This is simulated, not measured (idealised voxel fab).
Herein follows the process module entitled voxel self aligned vias.
Xsec cut, 235 nm wide, square cell size 5 nm.
A cross-section is written here as square cells arranged in a grid, and it is given in bands from the top down, each band taking up one or more rows of cells.
Top height, bottom height, nm. Materials left to right, width each, nm. Single material + "throughout" = fills band edge to edge. "empty" = empty.
Counting heights begins at 0, where everything beneath is, in the wafer as received, one material. The lowest band has no bottom; it goes on downwards, as "0 down" shows.
With a width like "30..40", each row of cells in the band differs from the next by the same amount, the top row carrying the first number and the bottom row the second.
"same as before" for a step: no cell of the cross-section changed in that step.
The entry titled "Catalogued sealed voids" provides the empty spaces that have no open way to the top, restricted to those of 8 cells or more. Each is presented as width x height at distance, the distance being measured from the left edge, with all three in nm.
Whatever follows a step's settings on its line is a remark the simulator itself makes about that step.
Steps that use a mask can have "overlay nm" on their line. It says how far the mask sat to the right of where it was meant to be. Negative means to the left.
The steps planned for the process are as follows:
- 1: RECEIVE (material Si)
- 2: CONFORMAL_DEP (material SiO2; thk nm 10)
- 3: CONFORMAL_DEP (material SiCN; thk nm 5)
- 4: DIRECTIONAL_DEP (material SiO2; thk nm 30)
- 5: MASKED_ETCH (tone open; mask id LINES; width nm 25; pitch nm 70; etch materials SiO2; depth nm 30; overlay nm 0)
- 6: CONFORMAL_DEP (material TiN; thk nm 5)
- 7: FILL_DEP (material Ru; thk nm 5)
- 8: CMP (height nm 45)
- 9: SELECTIVE_ETCH (etch materials W Ru TiN; depth nm 10)
- 10: FILL_DEP (material SiN; thk nm 10)
- 11: CMP (height nm 45)
- 12: DIRECTIONAL_DEP (material SiO2; thk nm 15)
- 13: DIRECTIONAL_DEP (material aC; thk nm 5)
- 14: PATTERN (tone open; mask id VIAS; material resist; width nm 45; pitch nm 70; thk nm 30; overlay nm 0)
- 15: DIRECTIONAL_ETCH (etch materials aC; depth nm 10)
- 16: STRIP (etch materials resist)
- 17: DIRECTIONAL_ETCH (etch materials SiO2; depth nm 15)
- 18: DIRECTIONAL_ETCH (etch materials SiN; depth nm 10)
- 19: STRIP (etch materials aC)
- 20: CONFORMAL_DEP (material TiN; thk nm 5)
- 21: FILL_DEP (material W; thk nm 10)
- 22: CMP (height nm 60)
- 23: CONFORMAL_DEP (material SiN; thk nm 5)
Same starting wafers, different thk nm at step 13. Plan value belongs to the first wafer.
First of several wafers, received after step 1, in cross-section:
* 0 down | Si throughout
* Catalogued sealed voids: none
Note: the following table is arranged by wafer, a row apiece. Each row reports the end-of-module state: per material, cells gained (+) or cells lost (-) compared with the wafer as received; closed voids follow:
thk nm 5; +18 Ru; +47 SiCN; +47 SiN; +403 SiO2; +56 TiN; +40 W; Catalogued sealed voids: none
thk nm 10; +18 Ru; +47 SiCN; +47 SiN; +403 SiO2; +56 TiN; +40 W; Catalogued sealed voids: none
thk nm 15; +18 Ru; +47 SiCN; +67 SiN; +457 SiO2; +22 TiN; Catalogued sealed voids: none
thk nm 20; +18 Ru; +47 SiCN; +67 SiN; +457 SiO2; +22 TiN; Catalogued sealed voids: none
thk nm 25; +18 Ru; +47 SiCN; +67 SiN; +457 SiO2; +22 TiN; Catalogued sealed voids: none
